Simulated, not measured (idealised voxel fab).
process module | voxel transistor to metal
cross-section cut | 185 nm wide | cells 5 nm
A cross-section is a grid of square cells, given in bands from the top down. A band is one or more rows of cells.
Each band's line starts with the height of the band's top and of its bottom, in nm. Then come its materials from left to right, each with its width in nm. One material with "throughout" fills the band from edge to edge. "air" is empty space.
Height 0 is the level under which the wafer as received is all one material. The lowest band goes on downwards, as in "0 down".
A width such as "30 to 40" changes by the same amount from each row of cells to the next, from the band's top row to its bottom row.
"no change" after a step means that no cell of the cross-section changed.
closed voids: empty space of 8 cells or more with no open way to the top, each as width x height at its distance from the left edge, in nm
after a step's settings: what the simulator itself notes on the step
overlay nm, on a step with a mask: how far to the right of its planned place the mask lay; to the left if negative
plan
1 op RECEIVE | material Si
2 op OXIDIZE | depth nm 5
3 op CONFORMAL_DEP | material SiN | thk nm 10
4 op MASKED_ETCH | tone cover | mask id ACTIVE | width nm 100 | etch materials SiN | depth nm 10 | overlay nm 0
5 op MASKED_ETCH | tone cover | mask id ACTIVE | width nm 100 | etch materials SiO2 | depth nm 5 | overlay nm 0
6 op MASKED_ETCH | tone cover | mask id ACTIVE | width nm 100 | etch materials Si | depth nm 20 | overlay nm 0
7 op OXIDIZE | depth nm 5
8 op FILL_DEP | material SiO2 | thk nm 10
9 op CMP | height nm 10
10 op SELECTIVE_ETCH | etch materials SiO2 | depth nm 10
11 op STRIP | etch materials SiN
12 op SELECTIVE_ETCH | etch materials SiO2 | depth nm 5
13 op OXIDIZE | depth nm 5
14 op DIRECTIONAL_DEP | material polySi | thk nm 25
15 op DIRECTIONAL_DEP | material SiCN | thk nm 15
16 op PATTERN | tone cover | mask id GATE | material resist | width nm 20 | thk nm 20 | overlay nm -15
17 op DIRECTIONAL_ETCH | etch materials SiCN | depth nm 25
18 op DIRECTIONAL_ETCH | etch materials polySi | depth nm 35
19 op STRIP | etch materials resist
20 op CONFORMAL_DEP | material SiN | thk nm 5
21 op DIRECTIONAL_ETCH | etch materials SiN | depth nm 5
22 op DIRECTIONAL_ETCH | etch materials SiO2 | depth nm 5
23 op DIRECTIONAL_ETCH | etch materials Si | depth nm 10
24 op EPI | material nSi | thk nm 15
25 op FILL_DEP | material SiO2 | thk nm 10
26 op CMP | height nm 35
27 op DIRECTIONAL_DEP | material SiO2 | thk nm 15
28 op DIRECTIONAL_DEP | material aC | thk nm 10
29 op PATTERN | tone open | mask id CONTACT | material resist | width nm 15 | pitch nm 75 | thk nm 25 | overlay nm 0
30 op DIRECTIONAL_ETCH | etch materials aC | depth nm 10
31 op STRIP | etch materials resist
32 op DIRECTIONAL_ETCH | etch materials SiO2 | depth nm 55
33 op STRIP | etch materials aC
34 op CONFORMAL_DEP | material TiN | thk nm 5
35 op FILL_DEP | material W | thk nm 10
36 op CMP | height nm 50
37 op CONFORMAL_DEP | material SiCN | thk nm 5
38 op DIRECTIONAL_DEP | material lowk | thk nm 25
39 op PATTERN | tone open | mask id METAL_1 | material resist | width nm 15 | pitch nm 75 | thk nm 20 | overlay nm 0
40 op DIRECTIONAL_ETCH | etch materials lowk | depth nm 25
41 op DIRECTIONAL_ETCH | etch materials SiCN | depth nm 5
42 op STRIP | etch materials resist
43 op CONFORMAL_DEP | material TiN | thk nm 5
44 op FILL_DEP | material Ru | thk nm 5
45 op CMP | height nm 80
46 op CONFORMAL_DEP | material SiN | thk nm 5
varied across the wafers: overlay nm of step 16. The plan shows the first wafer's value. All wafers start alike
first wafer as received, after step 1
  0 down: Si throughout
  closed voids: none
each wafer at the end: cells of each material gained (+) or lost (-) since it was received, then its closed voids
overlay nm -15 | +10 Ru | -174 Si | +43 SiCN | +53 SiN | +386 SiO2 | +68 TiN | +18 W | +155 lowk | +50 nSi | +20 polySi | closed voids: none
overlay nm -10 | +10 Ru | -174 Si | +43 SiCN | +53 SiN | +384 SiO2 | +70 TiN | +18 W | +155 lowk | +50 nSi | +20 polySi | closed voids: none
overlay nm -5 | +10 Ru | -174 Si | +43 SiCN | +53 SiN | +382 SiO2 | +72 TiN | +18 W | +155 lowk | +50 nSi | +20 polySi | closed voids: none
overlay nm 0 | +10 Ru | -174 Si | +43 SiCN | +53 SiN | +380 SiO2 | +72 TiN | +20 W | +155 lowk | +50 nSi | +20 polySi | closed voids: none
overlay nm 5 | +10 Ru | -174 Si | +43 SiCN | +53 SiN | +382 SiO2 | +72 TiN | +18 W | +155 lowk | +50 nSi | +20 polySi | closed voids: none
overlay nm 10 | +10 Ru | -174 Si | +43 SiCN | +53 SiN | +384 SiO2 | +70 TiN | +18 W | +155 lowk | +50 nSi | +20 polySi | closed voids: none
overlay nm 15 | +10 Ru | -174 Si | +43 SiCN | +53 SiN | +386 SiO2 | +68 TiN | +18 W | +155 lowk | +50 nSi | +20 polySi | closed voids: none
